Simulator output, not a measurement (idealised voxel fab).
Process module under the name voxel released beams
Shown is cross-section cut, with a width of 285 nm and square cells of size 5 nm.
Square cells in a grid make up a cross-section in this document, and the grid is given as bands, listed from the top down, each one or more rows of cells.
Heads up on the band format: heights come first, top then bottom, in nm. After that it's the materials left to right, each with its width in nm. A single material flagged "edge to edge" fills the whole band edge to edge, and "blank" means there's empty space there.
Ref level 0: as-received wafer is one material below here. Bottom band extends down with no lower bound ("from 0 down").
The two numbers in a width such as "30 to 40" mark its ends across the band: the first belongs to the top row of cells, the second to the bottom row, and from each row to the next the width moves by the same amount.
"no change occurred" means the step left every cell of the cross-section as it was.
Empty spaces counting at least 8 cells and having no open way to the top are listed in "Sealed internal cavities". The notation width x height at distance is used for each, the distance being from the left edge and all three values in nm.
It should be noted that, on the line of a given step, the content following the step's settings is a remark produced by the simulator itself with respect to that step.
Steps that use a mask can have "overlay nm" on their line. It says how far the mask sat to the right of where it was meant to be. Negative means to the left.
Pairs from here to the end. Each: cross-section before one process step, cross-section after it, the latter only as far down as the lowest band that changed. Under each: the step between, and its settings. Mind that the pairs may be taken from different runs of this module on the same starting wafer; whether a pair continues from the pair above depends on its entry headed "Prior to step", and it does only where that entry says so.
[Prior to step]
- from 0 down | Si edge to edge
- Sealed internal cavities: none
[Step Outcome]
- from 10 to 0 | SiN edge to edge
- At heights below 0, the structure remains unaltered.
- Sealed internal cavities: none
Q: step between the cross-sections above? A: CONFORMAL_DEP, material SiN, thk nm 10
Prior to step: The cross-section prior to this step is the one presented after the step of the pair immediately above.
[Step Outcome]
- from 20 to 10 | SiO2 edge to edge
- At heights below 10, the structure remains unaltered.
- Sealed internal cavities: none
Q: step between the cross-sections above? A: DIRECTIONAL_DEP, material SiO2, thk nm 10
Prior to step: The cross-section prior to this step is the one presented after the step of the pair immediately above.
[Step Outcome]
- from 20 to 10 | SiO2 90 nm  blank 30 nm  SiO2 165 nm
- At heights below 10, the structure remains unaltered.
- Sealed internal cavities: none
Q: step between the cross-sections above? A: MASKED_ETCH, tone open, mask id ANCHOR, width nm 30, etch materials SiO2, depth nm 10, overlay nm 0
Prior to step: The cross-section prior to this step is the one presented after the step of the pair immediately above.
[Step Outcome]
- from 30 to 20 | polySi 100 nm  blank 10 nm  polySi 175 nm
- from 20 to 10 | SiO2 90 nm  polySi 30 nm  SiO2 165 nm
- At heights below 10, the structure remains unaltered.
- Sealed internal cavities: none
Q: step between the cross-sections above? A: CONFORMAL_DEP, material polySi, thk nm 10
Prior to step: The cross-section prior to this step is the one presented after the step of the pair immediately above.
[Step Outcome]
- from 45 to 35 | aC 100 nm  blank 10 nm  aC 175 nm
- from 35 to 30 | aC edge to edge
- from 30 to 20 | polySi 100 nm  aC 10 nm  polySi 175 nm
- At heights below 20, the structure remains unaltered.
- Sealed internal cavities: none
Q: step between the cross-sections above? A: DIRECTIONAL_DEP, material aC, thk nm 15
Prior to step: The cross-section prior to this step is the one presented after the step of the pair immediately above.
[Step Outcome]
- from 75 to 45 | blank 85 nm  resist 110 nm  blank 90 nm
- from 45 to 35 | aC 100 nm  resist 10 nm  aC 175 nm
- At heights below 35, the structure remains unaltered.
- Sealed internal cavities: none
Q: step between the cross-sections above? A: PATTERN, tone cover, mask id BEAM, material resist, width nm 110, thk nm 30, overlay nm 0
Prior to step: The cross-section prior to this step is the one presented after the step of the pair immediately above.
[Step Outcome]
- from 60 to 45 | blank 85 nm  resist 110 nm  blank 90 nm
- from 45 to 35 | blank 85 nm  aC 15 nm  resist 10 nm  aC 85 nm  blank 90 nm
- from 35 to 30 | blank 85 nm  aC 110 nm  blank 90 nm
- At heights below 30, the structure remains unaltered.
- Sealed internal cavities: none
Q: step between the cross-sections above? A: DIRECTIONAL_ETCH, etch materials aC, depth nm 15
Prior to step: The cross-section prior to this step is the one presented after the step of the pair immediately above.
[Step Outcome]
- from 45 to 35 | blank 85 nm  aC 15 nm  blank 10 nm  aC 85 nm  blank 90 nm
- At heights below 35, the structure remains unaltered.
- Sealed internal cavities: none
Q: step between the cross-sections above? A: STRIP, etch materials resist
Prior to step: The cross-section prior to this step is the one presented after the step of the pair immediately above.
[Step Outcome]
- from 45 to 35 | blank 85 nm  aC 15 nm  blank 10 nm  aC 85 nm  blank 90 nm
- from 35 to 30 | blank 85 nm  aC 110 nm  blank 90 nm
- from 30 to 20 | blank 85 nm  polySi 15 nm  aC 10 nm  polySi 85 nm  blank 90 nm
- At heights below 20, the structure remains unaltered.
- Sealed internal cavities: none
Q: step between the cross-sections above? A: DIRECTIONAL_ETCH, etch materials polySi, depth nm 10
Prior to step: The cross-section prior to this step is the one presented after the step of the pair immediately above.
[Step Outcome]
- from 30 to 20 | blank 85 nm  polySi 15 nm  blank 10 nm  polySi 85 nm  blank 90 nm
- At heights below 20, the structure remains unaltered.
- Sealed internal cavities: none
Q: step between the cross-sections above? A: STRIP, etch materials aC
Prior to step: The cross-section prior to this step is the one presented after the step of the pair immediately above.
[Step Outcome]
- from 30 to 20 | blank 85 nm  polySi 15 nm  blank 10 nm  polySi 85 nm  blank 90 nm
- from 20 to 10 | blank 90 nm  polySi 30 nm  blank 165 nm
- At heights below 10, the structure remains unaltered.
- Sealed internal cavities: none
Q: step between the cross-sections above? A: STRIP, etch materials SiO2
[Prior to step]
- from 10 to 0 | SiN edge to edge
- from 0 down | Si edge to edge
- Sealed internal cavities: none
[Step Outcome]
- from 20 to 10 | polySi edge to edge
- At heights below 10, the structure remains unaltered.
- Sealed internal cavities: none
Q: step between the cross-sections above? A: CONFORMAL_DEP, material polySi, thk nm 10
Prior to step: The cross-section prior to this step is the one presented after the step of the pair immediately above.
[Step Outcome]
- from 35 to 20 | aC edge to edge
- At heights below 20, the structure remains unaltered.
- Sealed internal cavities: none
Q: step between the cross-sections above? A: DIRECTIONAL_DEP, material aC, thk nm 15
Prior to step: The cross-section prior to this step is the one presented after the step of the pair immediately above.
[Step Outcome]
- from 65 to 35 | blank 85 nm  resist 110 nm  blank 90 nm
- At heights below 35, the structure remains unaltered.
- Sealed internal cavities: none
Q: step between the cross-sections above? A: PATTERN, tone cover, mask id BEAM, material resist, width nm 110, thk nm 30, overlay nm 0
Prior to step: The cross-section prior to this step is the one presented after the step of the pair immediately above.
[Step Outcome]
- from 50 to 35 | blank 85 nm  resist 110 nm  blank 90 nm
- from 35 to 20 | blank 85 nm  aC 110 nm  blank 90 nm
- At heights below 20, the structure remains unaltered.
- Sealed internal cavities: none
Q: step between the cross-sections above? A: DIRECTIONAL_ETCH, etch materials aC, depth nm 15
Prior to step: The cross-section prior to this step is the one presented after the step of the pair immediately above.
[Step Outcome]
- from 35 to 20 | blank 85 nm  aC 110 nm  blank 90 nm
- At heights below 20, the structure remains unaltered.
- Sealed internal cavities: none
Q: step between the cross-sections above? A: STRIP, etch materials resist
Prior to step: The cross-section prior to this step is the one presented after the step of the pair immediately above.
[Step Outcome]
- from 35 to 20 | blank 85 nm  aC 110 nm  blank 90 nm
- from 20 to 10 | blank 85 nm  polySi 110 nm  blank 90 nm
- At heights below 10, the structure remains unaltered.
- Sealed internal cavities: none
Q: step between the cross-sections above? A: DIRECTIONAL_ETCH, etch materials polySi, depth nm 10
Prior to step: The cross-section prior to this step is the one presented after the step of the pair immediately above.
[Step Outcome]
- from 20 to 10 | blank 85 nm  polySi 110 nm  blank 90 nm
- At heights below 10, the structure remains unaltered.
- Sealed internal cavities: none
Q: step between the cross-sections above? A: STRIP, etch materials aC
[Prior to step]
- from 0 down | Si edge to edge
- Sealed internal cavities: none
[Step Outcome]
- from 10 to 0 | SiO2 edge to edge
- At heights below 0, the structure remains unaltered.
- Sealed internal cavities: none
Q: step between the cross-sections above? A: DIRECTIONAL_DEP, material SiO2, thk nm 10
Prior to step: The cross-section prior to this step is the one presented after the step of the pair immediately above.
[Step Outcome]
- from 20 to 10 | SiN edge to edge
- At heights below 10, the structure remains unaltered.
- Sealed internal cavities: none
Q: step between the cross-sections above? A: CONFORMAL_DEP, material SiN, thk nm 10
Prior to step: The cross-section prior to this step is the one presented after the step of the pair immediately above.
[Step Outcome]
- from 30 to 20 | polySi edge to edge
- At heights below 20, the structure remains unaltered.
- Sealed internal cavities: none
Q: step between the cross-sections above? A: CONFORMAL_DEP, material polySi, thk nm 10
Prior to step: The cross-section prior to this step is the one presented after the step of the pair immediately above.
[Step Outcome]
- from 45 to 30 | aC edge to edge
- At heights below 30, the structure remains unaltered.
- Sealed internal cavities: none
Q: step between the cross-sections above? A: DIRECTIONAL_DEP, material aC, thk nm 15
Prior to step: The cross-section prior to this step is the one presented after the step of the pair immediately above.
[Step Outcome]
- from 75 to 45 | blank 85 nm  resist 110 nm  blank 90 nm
- At heights below 45, the structure remains unaltered.
- Sealed internal cavities: none
Q: step between the cross-sections above? A: PATTERN, tone cover, mask id BEAM, material resist, width nm 110, thk nm 30, overlay nm 0
Prior to step: The cross-section prior to this step is the one presented after the step of the pair immediately above.
[Step Outcome]
- from 60 to 45 | blank 85 nm  resist 110 nm  blank 90 nm
- from 45 to 30 | blank 85 nm  aC 110 nm  blank 90 nm
- At heights below 30, the structure remains unaltered.
- Sealed internal cavities: none
Q: step between the cross-sections above? A: DIRECTIONAL_ETCH, etch materials aC, depth nm 15
Prior to step: The cross-section prior to this step is the one presented after the step of the pair immediately above.
[Step Outcome]
- from 45 to 30 | blank 85 nm  aC 110 nm  blank 90 nm
- At heights below 30, the structure remains unaltered.
- Sealed internal cavities: none
Q: step between the cross-sections above? A: STRIP, etch materials resist
Prior to step: The cross-section prior to this step is the one presented after the step of the pair immediately above.
[Step Outcome]
- from 45 to 30 | blank 85 nm  aC 110 nm  blank 90 nm
- from 30 to 20 | blank 85 nm  polySi 110 nm  blank 90 nm
- At heights below 20, the structure remains unaltered.
- Sealed internal cavities: none
Q: step between the cross-sections above? A: DIRECTIONAL_ETCH, etch materials polySi, depth nm 10
Prior to step: The cross-section prior to this step is the one presented after the step of the pair immediately above.
[Step Outcome]
- from 30 to 20 | blank 85 nm  polySi 110 nm  blank 90 nm
- At heights below 20, the structure remains unaltered.
- Sealed internal cavities: none
Q: step between the cross-sections above? A: STRIP, etch materials aC
[Prior to step]
- from 0 down | Si edge to edge
- Sealed internal cavities: none
[Step Outcome]
- from 5 to 0 | SiN edge to edge
- At heights below 0, the structure remains unaltered.
- Sealed internal cavities: none
Q: step between the cross-sections above? A: CONFORMAL_DEP, material SiN, thk nm 5
Prior to step: The cross-section prior to this step is the one presented after the step of the pair immediately above.
[Step Outcome]
- from 15 to 5 | SiO2 edge to edge
- At heights below 5, the structure remains unaltered.
- Sealed internal cavities: none
Q: step between the cross-sections above? A: DIRECTIONAL_DEP, material SiO2, thk nm 10
Prior to step: The cross-section prior to this step is the one presented after the step of the pair immediately above.
[Step Outcome]
- from 15 to 5 | SiO2 90 nm  blank 30 nm  SiO2 165 nm
- At heights below 5, the structure remains unaltered.
- Sealed internal cavities: none
Q: step between the cross-sections above? A: MASKED_ETCH, tone open, mask id ANCHOR, width nm 30, etch materials SiO2, depth nm 10, overlay nm 0
Prior to step: The cross-section prior to this step is the one presented after the step of the pair immediately above.
[Step Outcome]
- from 25 to 15 | polySi 100 nm  blank 10 nm  polySi 175 nm
- from 15 to 5 | SiO2 90 nm  polySi 30 nm  SiO2 165 nm
- At heights below 5, the structure remains unaltered.
- Sealed internal cavities: none
Q: step between the cross-sections above? A: CONFORMAL_DEP, material polySi, thk nm 10
Prior to step: The cross-section prior to this step is the one presented after the step of the pair immediately above.
[Step Outcome]
- from 40 to 30 | aC 100 nm  blank 10 nm  aC 175 nm
- from 30 to 25 | aC edge to edge
- from 25 to 15 | polySi 100 nm  aC 10 nm  polySi 175 nm
- At heights below 15, the structure remains unaltered.
- Sealed internal cavities: none
Q: step between the cross-sections above? A: DIRECTIONAL_DEP, material aC, thk nm 15
Prior to step: The cross-section prior to this step is the one presented after the step of the pair immediately above.
[Step Outcome]
- from 70 to 40 | blank 85 nm  resist 110 nm  blank 90 nm
- from 40 to 30 | aC 100 nm  resist 10 nm  aC 175 nm
- At heights below 30, the structure remains unaltered.
- Sealed internal cavities: none
Q: step between the cross-sections above? A: PATTERN, tone cover, mask id BEAM, material resist, width nm 110, thk nm 30, overlay nm 0
Prior to step: The cross-section prior to this step is the one presented after the step of the pair immediately above.
[Step Outcome]
- from 55 to 40 | blank 85 nm  resist 110 nm  blank 90 nm
- from 40 to 30 | blank 85 nm  aC 15 nm  resist 10 nm  aC 85 nm  blank 90 nm
- from 30 to 25 | blank 85 nm  aC 110 nm  blank 90 nm
- At heights below 25, the structure remains unaltered.
- Sealed internal cavities: none
Q: step between the cross-sections above? A: DIRECTIONAL_ETCH, etch materials aC, depth nm 15
Prior to step: The cross-section prior to this step is the one presented after the step of the pair immediately above.
[Step Outcome]
- from 40 to 30 | blank 85 nm  aC 15 nm  blank 10 nm  aC 85 nm  blank 90 nm
- At heights below 30, the structure remains unaltered.
- Sealed internal cavities: none
Q: step between the cross-sections above? A: STRIP, etch materials resist
Prior to step: The cross-section prior to this step is the one presented after the step of the pair immediately above.
[Step Outcome]
- from 40 to 30 | blank 85 nm  aC 15 nm  blank 10 nm  aC 85 nm  blank 90 nm
- from 30 to 25 | blank 85 nm  aC 110 nm  blank 90 nm
- from 25 to 15 | blank 85 nm  polySi 15 nm  aC 10 nm  polySi 85 nm  blank 90 nm
- At heights below 15, the structure remains unaltered.
- Sealed internal cavities: none
Q: step between the cross-sections above? A: DIRECTIONAL_ETCH, etch materials polySi, depth nm 10
Prior to step: The cross-section prior to this step is the one presented after the step of the pair immediately above.
[Step Outcome]
- from 25 to 15 | blank 85 nm  polySi 15 nm  blank 10 nm  polySi 85 nm  blank 90 nm
- At heights below 15, the structure remains unaltered.
- Sealed internal cavities: none
Q: step between the cross-sections above? A: STRIP, etch materials aC
Prior to step: The cross-section prior to this step is the one presented after the step of the pair immediately above.
[Step Outcome]
- from 25 to 15 | blank 85 nm  polySi 15 nm  blank 10 nm  polySi 85 nm  blank 90 nm
- from 15 to 5 | blank 90 nm  polySi 30 nm  blank 165 nm
- At heights below 5, the structure remains unaltered.
- Sealed internal cavities: none
Q: step between the cross-sections above? A: STRIP, etch materials SiO2
[Prior to step]
- from 45 to 35 | aC 100 nm  blank 10 nm  aC 175 nm
- from 35 to 30 | aC edge to edge
- from 30 to 20 | polySi 100 nm  aC 10 nm  polySi 175 nm
- from 20 to 10 | SiO2 90 nm  polySi 30 nm  SiO2 165 nm
- from 10 to 0 | SiN edge to edge
- from 0 down | Si edge to edge
- Sealed internal cavities: none
[Step Outcome]
- from 75 to 45 | blank 90 nm  resist 100 nm  blank 95 nm
- from 45 to 35 | aC 100 nm  resist 10 nm  aC 175 nm
- At heights below 35, the structure remains unaltered.
- Sealed internal cavities: none
Q: step between the cross-sections above? A: PATTERN, tone cover, mask id BEAM, material resist, width nm 100, thk nm 30, overlay nm 0
Prior to step: The cross-section prior to this step is the one presented after the step of the pair immediately above.
[Step Outcome]
- from 60 to 45 | blank 90 nm  resist 100 nm  blank 95 nm
- from 45 to 35 | blank 90 nm  aC 10 nm  resist 10 nm  aC 80 nm  blank 95 nm
- from 35 to 30 | blank 90 nm  aC 100 nm  blank 95 nm
- At heights below 30, the structure remains unaltered.
- Sealed internal cavities: none
Q: step between the cross-sections above? A: DIRECTIONAL_ETCH, etch materials aC, depth nm 15
Prior to step: The cross-section prior to this step is the one presented after the step of the pair immediately above.
[Step Outcome]
- from 45 to 35 | blank 90 nm  aC 10 nm  blank 10 nm  aC 80 nm  blank 95 nm
- At heights below 35, the structure remains unaltered.
- Sealed internal cavities: none
Q: step between the cross-sections above? A: STRIP, etch materials resist
Prior to step: The cross-section prior to this step is the one presented after the step of the pair immediately above.
[Step Outcome]
- from 45 to 35 | blank 90 nm  aC 10 nm  blank 10 nm  aC 80 nm  blank 95 nm
- from 35 to 30 | blank 90 nm  aC 100 nm  blank 95 nm
- from 30 to 20 | blank 90 nm  polySi 10 nm  aC 10 nm  polySi 80 nm  blank 95 nm
- At heights below 20, the structure remains unaltered.
- Sealed internal cavities: none
Q: step between the cross-sections above? A: DIRECTIONAL_ETCH, etch materials polySi, depth nm 10
Prior to step: The cross-section prior to this step is the one presented after the step of the pair immediately above.
[Step Outcome]
- from 30 to 20 | blank 90 nm  polySi 10 nm  blank 10 nm  polySi 80 nm  blank 95 nm
- At heights below 20, the structure remains unaltered.
- Sealed internal cavities: none
Q: step between the cross-sections above? A: STRIP, etch materials aC
Prior to step: The cross-section prior to this step is the one presented after the step of the pair immediately above.
[Step Outcome]
- from 30 to 20 | blank 90 nm  polySi 10 nm  blank 10 nm  polySi 80 nm  blank 95 nm
- from 20 to 10 | blank 90 nm  polySi 30 nm  blank 165 nm
- At heights below 10, the structure remains unaltered.
- Sealed internal cavities: none
Q: step between the cross-sections above? A: STRIP, etch materials SiO2
[Prior to step]
- from 45 to 35 | aC 100 nm  blank 10 nm  aC 175 nm
- from 35 to 30 | aC edge to edge
- from 30 to 20 | polySi 100 nm  aC 10 nm  polySi 175 nm
- from 20 to 10 | SiO2 90 nm  polySi 30 nm  SiO2 165 nm
- from 10 to 0 | SiN edge to edge
- from 0 down | Si edge to edge
- Sealed internal cavities: none
[Step Outcome]
- from 75 to 45 | blank 80 nm  resist 110 nm  blank 95 nm
- from 45 to 35 | aC 100 nm  resist 10 nm  aC 175 nm
- At heights below 35, the structure remains unaltered.
- Sealed internal cavities: none
Q: step between the cross-sections above? A: PATTERN, tone cover, mask id BEAM, material resist, width nm 110, thk nm 30, overlay nm -5
Prior to step: The cross-section prior to this step is the one presented after the step of the pair immediately above.
[Step Outcome]
- from 60 to 45 | blank 80 nm  resist 110 nm  blank 95 nm
- from 45 to 35 | blank 80 nm  aC 20 nm  resist 10 nm  aC 80 nm  blank 95 nm
- from 35 to 30 | blank 80 nm  aC 110 nm  blank 95 nm
- At heights below 30, the structure remains unaltered.
- Sealed internal cavities: none
Q: step between the cross-sections above? A: DIRECTIONAL_ETCH, etch materials aC, depth nm 15
Prior to step: The cross-section prior to this step is the one presented after the step of the pair immediately above.
[Step Outcome]
- from 45 to 35 | blank 80 nm  aC 20 nm  blank 10 nm  aC 80 nm  blank 95 nm
- At heights below 35, the structure remains unaltered.
- Sealed internal cavities: none
Q: step between the cross-sections above? A: STRIP, etch materials resist
Prior to step: The cross-section prior to this step is the one presented after the step of the pair immediately above.
[Step Outcome]
- from 45 to 35 | blank 80 nm  aC 20 nm  blank 10 nm  aC 80 nm  blank 95 nm
- from 35 to 30 | blank 80 nm  aC 110 nm  blank 95 nm
- from 30 to 20 | blank 80 nm  polySi 20 nm  aC 10 nm  polySi 80 nm  blank 95 nm
- At heights below 20, the structure remains unaltered.
- Sealed internal cavities: none
Q: step between the cross-sections above? A: DIRECTIONAL_ETCH, etch materials polySi, depth nm 10
Prior to step: The cross-section prior to this step is the one presented after the step of the pair immediately above.
[Step Outcome]
- from 30 to 20 | blank 80 nm  polySi 20 nm  blank 10 nm  polySi 80 nm  blank 95 nm
- At heights below 20, the structure remains unaltered.
- Sealed internal cavities: none
Q: step between the cross-sections above? A: STRIP, etch materials aC
Prior to step: The cross-section prior to this step is the one presented after the step of the pair immediately above.
[Step Outcome]
- from 30 to 20 | blank 80 nm  polySi 20 nm  blank 10 nm  polySi 80 nm  blank 95 nm
- from 20 to 10 | blank 90 nm  polySi 30 nm  blank 165 nm
- At heights below 10, the structure remains unaltered.
- Sealed internal cavities: none
Q: step between the cross-sections above? A: STRIP, etch materials SiO2
[Prior to step]
- from 0 down | Si edge to edge
- Sealed internal cavities: none
[Step Outcome]
- from 10 to 0 | polySi edge to edge
- At heights below 0, the structure remains unaltered.
- Sealed internal cavities: none
Q: step between the cross-sections above? A: CONFORMAL_DEP, material polySi, thk nm 10
Prior to step: The cross-section prior to this step is the one presented after the step of the pair immediately above.
[Step Outcome]
- from 20 to 10 | SiO2 edge to edge
- At heights below 10, the structure remains unaltered.
- Sealed internal cavities: none
Q: step between the cross-sections above? A: DIRECTIONAL_DEP, material SiO2, thk nm 10
Prior to step: The cross-section prior to this step is the one presented after the step of the pair immediately above.
[Step Outcome]
- from 20 to 10 | SiO2 90 nm  blank 30 nm  SiO2 165 nm
- At heights below 10, the structure remains unaltered.
- Sealed internal cavities: none
Q: step between the cross-sections above? A: MASKED_ETCH, tone open, mask id ANCHOR, width nm 30, etch materials SiO2, depth nm 10, overlay nm 0
Prior to step: The cross-section prior to this step is the one presented after the step of the pair immediately above.
[Step Outcome]
- from 30 to 20 | polySi 100 nm  blank 10 nm  polySi 175 nm
- from 20 to 10 | SiO2 90 nm  polySi 30 nm  SiO2 165 nm
- At heights below 10, the structure remains unaltered.
- Sealed internal cavities: none
Q: step between the cross-sections above? A: CONFORMAL_DEP, material polySi, thk nm 10
Prior to step: The cross-section prior to this step is the one presented after the step of the pair immediately above.
[Step Outcome]
- from 45 to 35 | aC 100 nm  blank 10 nm  aC 175 nm
- from 35 to 30 | aC edge to edge
- from 30 to 20 | polySi 100 nm  aC 10 nm  polySi 175 nm
- At heights below 20, the structure remains unaltered.
- Sealed internal cavities: none
Q: step between the cross-sections above? A: DIRECTIONAL_DEP, material aC, thk nm 15
Prior to step: The cross-section prior to this step is the one presented after the step of the pair immediately above.
[Step Outcome]
- from 75 to 45 | blank 85 nm  resist 110 nm  blank 90 nm
- from 45 to 35 | aC 100 nm  resist 10 nm  aC 175 nm
- At heights below 35, the structure remains unaltered.
- Sealed internal cavities: none
Q: step between the cross-sections above? A: PATTERN, tone cover, mask id BEAM, material resist, width nm 110, thk nm 30, overlay nm 0
Prior to step: The cross-section prior to this step is the one presented after the step of the pair immediately above.
[Step Outcome]
- from 60 to 45 | blank 85 nm  resist 110 nm  blank 90 nm
- from 45 to 35 | blank 85 nm  aC 15 nm  resist 10 nm  aC 85 nm  blank 90 nm
- from 35 to 30 | blank 85 nm  aC 110 nm  blank 90 nm
- At heights below 30, the structure remains unaltered.
- Sealed internal cavities: none
Q: step between the cross-sections above? A: DIRECTIONAL_ETCH, etch materials aC, depth nm 15
Prior to step: The cross-section prior to this step is the one presented after the step of the pair immediately above.
[Step Outcome]
- from 45 to 35 | blank 85 nm  aC 15 nm  blank 10 nm  aC 85 nm  blank 90 nm
- At heights below 35, the structure remains unaltered.
- Sealed internal cavities: none
Q: step between the cross-sections above? A: STRIP, etch materials resist
Prior to step: The cross-section prior to this step is the one presented after the step of the pair immediately above.
[Step Outcome]
- from 45 to 35 | blank 85 nm  aC 15 nm  blank 10 nm  aC 85 nm  blank 90 nm
- from 35 to 30 | blank 85 nm  aC 110 nm  blank 90 nm
- from 30 to 20 | blank 85 nm  polySi 15 nm  aC 10 nm  polySi 85 nm  blank 90 nm
- At heights below 20, the structure remains unaltered.
- Sealed internal cavities: none
Q: step between the cross-sections above? A: DIRECTIONAL_ETCH, etch materials polySi, depth nm 10
Prior to step: The cross-section prior to this step is the one presented after the step of the pair immediately above.
[Step Outcome]
- from 30 to 20 | blank 85 nm  polySi 15 nm  blank 10 nm  polySi 85 nm  blank 90 nm
- At heights below 20, the structure remains unaltered.
- Sealed internal cavities: none
Q: step between the cross-sections above? A: STRIP, etch materials aC
Prior to step: The cross-section prior to this step is the one presented after the step of the pair immediately above.
[Step Outcome]
- from 30 to 20 | blank 85 nm  polySi 15 nm  blank 10 nm  polySi 85 nm  blank 90 nm
- from 20 to 10 | blank 90 nm  polySi 30 nm  blank 165 nm
- At heights below 10, the structure remains unaltered.
- Sealed internal cavities: none
Q: step between the cross-sections above? A: STRIP, etch materials SiO2
[Prior to step]
- from 20 to 10 | SiO2 edge to edge
- from 10 to 0 | SiN edge to edge
- from 0 down | Si edge to edge
- Sealed internal cavities: none
[Step Outcome]
- from 20 to 10 | blank 90 nm  SiO2 30 nm  blank 165 nm
- At heights below 10, the structure remains unaltered.
- Sealed internal cavities: none
Q: step between the cross-sections above? A: MASKED_ETCH, tone cover, mask id ANCHOR, width nm 30, etch materials SiO2, depth nm 10, overlay nm 0
Prior to step: The cross-section prior to this step is the one presented after the step of the pair immediately above.
[Step Outcome]
- from 30 to 20 | blank 80 nm  polySi 50 nm  blank 155 nm
- from 20 to 10 | polySi 90 nm  SiO2 30 nm  polySi 165 nm
- At heights below 10, the structure remains unaltered.
- Sealed internal cavities: none
Q: step between the cross-sections above? A: CONFORMAL_DEP, material polySi, thk nm 10
Prior to step: The cross-section prior to this step is the one presented after the step of the pair immediately above.
[Step Outcome]
- from 45 to 35 | blank 80 nm  aC 50 nm  blank 155 nm
- from 35 to 30 | aC edge to edge
- from 30 to 20 | aC 80 nm  polySi 50 nm  aC 155 nm
- At heights below 20, the structure remains unaltered.
- Sealed internal cavities: none
Q: step between the cross-sections above? A: DIRECTIONAL_DEP, material aC, thk nm 15
Prior to step: The cross-section prior to this step is the one presented after the step of the pair immediately above.
[Step Outcome]
- from 75 to 45 | blank 85 nm  resist 110 nm  blank 90 nm
- from 45 to 35 | blank 80 nm  aC 50 nm  resist 65 nm  blank 90 nm
- At heights below 35, the structure remains unaltered.
- Sealed internal cavities: none
Q: step between the cross-sections above? A: PATTERN, tone cover, mask id BEAM, material resist, width nm 110, thk nm 30, overlay nm 0
Prior to step: The cross-section prior to this step is the one presented after the step of the pair immediately above.
[Step Outcome]
- from 60 to 45 | blank 85 nm  resist 110 nm  blank 90 nm
- from 45 to 35 | blank 85 nm  aC 45 nm  resist 65 nm  blank 90 nm
- from 35 to 30 | blank 85 nm  aC 110 nm  blank 90 nm
- from 30 to 20 | blank 80 nm  polySi 50 nm  aC 65 nm  blank 90 nm
- At heights below 20, the structure remains unaltered.
- Sealed internal cavities: none
Q: step between the cross-sections above? A: DIRECTIONAL_ETCH, etch materials aC, depth nm 15
Prior to step: The cross-section prior to this step is the one presented after the step of the pair immediately above.
[Step Outcome]
- from 45 to 35 | blank 85 nm  aC 45 nm  blank 155 nm
- At heights below 35, the structure remains unaltered.
- Sealed internal cavities: none
Q: step between the cross-sections above? A: STRIP, etch materials resist
Prior to step: The cross-section prior to this step is the one presented after the step of the pair immediately above.
[Step Outcome]
- from 45 to 35 | blank 85 nm  aC 45 nm  blank 155 nm
- from 35 to 30 | blank 85 nm  aC 110 nm  blank 90 nm
- from 30 to 20 | blank 85 nm  polySi 45 nm  aC 65 nm  blank 90 nm
- from 20 to 10 | blank 80 nm  polySi 10 nm  SiO2 30 nm  polySi 75 nm  blank 90 nm
- At heights below 10, the structure remains unaltered.
- Sealed internal cavities: none
Q: step between the cross-sections above? A: DIRECTIONAL_ETCH, etch materials polySi, depth nm 10
Prior to step: The cross-section prior to this step is the one presented after the step of the pair immediately above.
[Step Outcome]
- from 30 to 20 | blank 85 nm  polySi 45 nm  blank 155 nm
- At heights below 20, the structure remains unaltered.
- Sealed internal cavities: none
Q: step between the cross-sections above? A: STRIP, etch materials aC
